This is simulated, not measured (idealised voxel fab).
process module | voxel self aligned vias
cross-section cut | 230 nm wide | cells 5 nm
A cross-section is a grid of square cells, given in bands from the top down. A band is one or more rows of cells.
Each band's line starts with the height of the band's top and of its bottom, in nm. Then come its materials from left to right, each with its width in nm. One material with "throughout" fills the band from edge to edge. "air" is empty space.
Height 0 is the level under which the wafer as received is all one material. The lowest band goes on downwards, as in "0 down".
A width such as "30 to 40" changes by the same amount from each row of cells to the next, from the band's top row to its bottom row.
"no change" after a step means that no cell of the cross-section changed.
closed voids: empty space of 8 cells or more with no open way to the top, each as width x height at its distance from the left edge, in nm
after a step's settings: what the simulator itself notes on the step
overlay nm, on a step with a mask: how far to the right of its planned place the mask lay; to the left if negative
plan
1 op RECEIVE | material Si
2 op CONFORMAL_DEP | material SiO2 | thk nm 15
3 op CONFORMAL_DEP | material SiCN | thk nm 5
4 op DIRECTIONAL_DEP | material SiO2 | thk nm 30
5 op MASKED_ETCH | tone open | mask id LINES | width nm 30 | pitch nm 65 | etch materials SiO2 | depth nm 30 | overlay nm 0
6 op CONFORMAL_DEP | material TiN | thk nm 5
7 op FILL_DEP | material Ru | thk nm 5
8 op CMP | height nm 50
9 op SELECTIVE_ETCH | etch materials W Ru TiN | depth nm 10
10 op FILL_DEP | material SiN | thk nm 5
11 op CMP | height nm 50
12 op DIRECTIONAL_DEP | material SiO2 | thk nm 20
13 op MASKED_ETCH | tone open | mask id VIAS | width nm 40 | pitch nm 130 | etch materials SiO2 | depth nm 20 | overlay nm 0
14 op MASKED_ETCH | tone open | mask id VIAS | width nm 40 | pitch nm 130 | etch materials SiN | depth nm 10 | overlay nm 0
15 op CONFORMAL_DEP | material TiN | thk nm 5
16 op FILL_DEP | material Ru | thk nm 5
17 op CMP | height nm 70
18 op CONFORMAL_DEP | material SiN | thk nm 5
first wafer, as planned
as received, after step 1
  0 down: Si throughout
  closed voids: none
after step 2
  15 to 0: SiO2 throughout
  below 0: unchanged
after step 3
  20 to 15: SiCN throughout
  below 15: unchanged
after step 4
  50 to 20: SiO2 throughout
  below 20: unchanged
after step 5
  50 to 20: SiO2 35 | air 30 | SiO2 35 | air 30 | SiO2 35 | air 30 | SiO2 35
  below 20: unchanged
after step 6
  55 to 50: TiN 40 | air 20 | TiN 45 | air 20 | TiN 45 | air 20 | TiN 40
  50 to 25: SiO2 35 | TiN 5 | air 20 | TiN 5 | SiO2 35 | TiN 5 | air 20 | TiN 5 | SiO2 35 | TiN 5 | air 20 | TiN 5 | SiO2 35
  25 to 20: SiO2 35 | TiN 30 | SiO2 35 | TiN 30 | SiO2 35 | TiN 30 | SiO2 35
  below 20: unchanged
after step 7
  60 to 55: Ru throughout
  55 to 50: TiN 40 | Ru 20 | TiN 45 | Ru 20 | TiN 45 | Ru 20 | TiN 40
  50 to 25: SiO2 35 | TiN 5 | Ru 20 | TiN 5 | SiO2 35 | TiN 5 | Ru 20 | TiN 5 | SiO2 35 | TiN 5 | Ru 20 | TiN 5 | SiO2 35
  below 25: unchanged
after step 8
  50 to 25: SiO2 35 | TiN 5 | Ru 20 | TiN 5 | SiO2 35 | TiN 5 | Ru 20 | TiN 5 | SiO2 35 | TiN 5 | Ru 20 | TiN 5 | SiO2 35
  below 25: unchanged
after step 9
  50 to 40: SiO2 35 | air 30 | SiO2 35 | air 30 | SiO2 35 | air 30 | SiO2 35
  below 40: unchanged
after step 10
  55 to 50: SiN throughout
  50 to 40: SiO2 35 | SiN 30 | SiO2 35 | SiN 30 | SiO2 35 | SiN 30 | SiO2 35
  below 40: unchanged
after step 11
  50 to 40: SiO2 35 | SiN 30 | SiO2 35 | SiN 30 | SiO2 35 | SiN 30 | SiO2 35
  below 40: unchanged
after step 12
  70 to 50: SiO2 throughout
  below 50: unchanged
after step 13
  70 to 50: SiO2 30 | air 40 | SiO2 90 | air 40 | SiO2 30
  below 50: unchanged
after step 14
  70 to 50: SiO2 30 | air 40 | SiO2 90 | air 40 | SiO2 30
  50 to 40: SiO2 35 | air 30 | SiO2 35 | SiN 30 | SiO2 35 | air 30 | SiO2 35
  below 40: unchanged
after step 15
  75 to 70: TiN 35 | air 30 | TiN 100 | air 30 | TiN 35
  70 to 55: SiO2 30 | TiN 5 | air 30 | TiN 5 | SiO2 90 | TiN 5 | air 30 | TiN 5 | SiO2 30
  55 to 50: SiO2 30 | TiN 10 | air 20 | TiN 10 | SiO2 90 | TiN 10 | air 20 | TiN 10 | SiO2 30
  50 to 45: SiO2 35 | TiN 5 | air 20 | TiN 5 | SiO2 35 | SiN 30 | SiO2 35 | TiN 5 | air 20 | TiN 5 | SiO2 35
  45 to 40: SiO2 35 | TiN 30 | SiO2 35 | SiN 30 | SiO2 35 | TiN 30 | SiO2 35
  below 40: unchanged
after step 16
  80 to 75: Ru throughout
  75 to 70: TiN 35 | Ru 30 | TiN 100 | Ru 30 | TiN 35
  70 to 55: SiO2 30 | TiN 5 | Ru 30 | TiN 5 | SiO2 90 | TiN 5 | Ru 30 | TiN 5 | SiO2 30
  55 to 50: SiO2 30 | TiN 10 | Ru 20 | TiN 10 | SiO2 90 | TiN 10 | Ru 20 | TiN 10 | SiO2 30
  50 to 45: SiO2 35 | TiN 5 | Ru 20 | TiN 5 | SiO2 35 | SiN 30 | SiO2 35 | TiN 5 | Ru 20 | TiN 5 | SiO2 35
  below 45: unchanged
after step 17
  70 to 55: SiO2 30 | TiN 5 | Ru 30 | TiN 5 | SiO2 90 | TiN 5 | Ru 30 | TiN 5 | SiO2 30
  below 55: unchanged
after step 18
  75 to 70: SiN throughout
  below 70: unchanged
second wafer: like start, like plan, one mistake. Through step 12 it matches the first wafer
when step 13 should have ended
  70 to 50: SiO2 30 | air 40 | SiO2 90 | air 40 | SiO2 30
  50 to 40: SiO2 30 | air 5 | SiN 30 | air 5 | SiO2 30 | SiN 30 | SiO2 30 | air 5 | SiN 30 | air 5 | SiO2 30
  below 40: unchanged
when step 14 should have ended
  70 to 50: SiO2 30 | air 40 | SiO2 90 | air 40 | SiO2 30
  50 to 40: SiO2 30 | air 40 | SiO2 30 | SiN 30 | SiO2 30 | air 40 | SiO2 30
  below 40: unchanged
when step 15 should have ended
  75 to 70: TiN 35 | air 30 | TiN 100 | air 30 | TiN 35
  70 to 50: SiO2 30 | TiN 5 | air 30 | TiN 5 | SiO2 90 | TiN 5 | air 30 | TiN 5 | SiO2 30
  50 to 45: SiO2 30 | TiN 5 | air 30 | TiN 5 | SiO2 30 | SiN 30 | SiO2 30 | TiN 5 | air 30 | TiN 5 | SiO2 30
  45 to 40: SiO2 30 | TiN 40 | SiO2 30 | SiN 30 | SiO2 30 | TiN 40 | SiO2 30
  below 40: unchanged
when step 16 should have ended
  80 to 75: Ru throughout
  75 to 70: TiN 35 | Ru 30 | TiN 100 | Ru 30 | TiN 35
  70 to 50: SiO2 30 | TiN 5 | Ru 30 | TiN 5 | SiO2 90 | TiN 5 | Ru 30 | TiN 5 | SiO2 30
  50 to 45: SiO2 30 | TiN 5 | Ru 30 | TiN 5 | SiO2 30 | SiN 30 | SiO2 30 | TiN 5 | Ru 30 | TiN 5 | SiO2 30
  below 45: unchanged
when step 17 should have ended
  70 to 50: SiO2 30 | TiN 5 | Ru 30 | TiN 5 | SiO2 90 | TiN 5 | Ru 30 | TiN 5 | SiO2 30
  below 50: unchanged
when step 18 should have ended
  75 to 70: SiN throughout
  below 70: unchanged
what went wrong: step 13 ran as: op MASKED_ETCH | tone open | mask id VIAS | width nm 40 | pitch nm 130 | etch materials SiO2 | depth nm 30 | overlay nm 0
at the end the second wafer has, in cells: 8 more of Ru | 8 fewer of SiO2
